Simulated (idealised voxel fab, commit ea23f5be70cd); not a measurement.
Module name: voxel lift off (process module)
Section cut is 245 nm wide and gridded with 5 nm square cells.
How to read a cross-section here: the picture is a grid of square cells, written as bands going from the top down, and any band can span one or more rows of cells.
Heights first: top, then bottom, in nm. Then materials, left to right, each with a width in nm. "everywhere" on a single material: fills the band edge to edge. "air": empty space.
For the purposes of this specification, 0 denotes the height below which the wafer in its as-received condition is composed wholly of one material, and the lowermost band, lacking a lower limit, extends downward without end, as expressed in "0 nm and below".
Per-row width for "30->40": begins at first number (top row of band), ends at second number (bottom row), increment between rows held constant.
The designation "no change", where it is given for a processing step, indicates that no cell of the cross-section was altered in the course of that step.
"Voids, sealed": sealed empty spaces, 8 cells or more, no open way to top, listed width x height at distance, with distance from the left edge and width, height and distance in nm.
Heads up: the bit after the settings on a step's line is the simulator's remark on that step.
A step's line can hold "overlay nm"; with a mask on that step, the setting says how far right of the planned place the mask lay, while a negative setting says it lay to the left.
# Intended process steps
1: RECEIVE, material Si
2: CONFORMAL_DEP, material Al2O3, thk nm 5
3: PATTERN, tone open, mask id LINES, material resist, width nm 25, pitch nm 45, thk nm 20, overlay nm 0
4: DIRECTIONAL_DEP, material Ru, thk nm 5
5: STRIP, etch materials resist
6: CONFORMAL_DEP, material SiO2, thk nm 10
# Cross-section, incoming material, after step 1
  0 nm and below  Si everywhere
  Voids, sealed: none
# Cross-section at module end, one run error; start and plan unchanged from above
  10 nm to 5 nm  air=40 | Ru=25 | air=20 | Ru=25 | air=20 | Ru=25 | air=20 | Ru=25 | air=45
  5 nm to 0 nm  Al2O3 everywhere
  0 nm and below  Si everywhere
  Voids, sealed: none
Deviation noted in wafer processing: step 6 of the plan: omitted, not performed
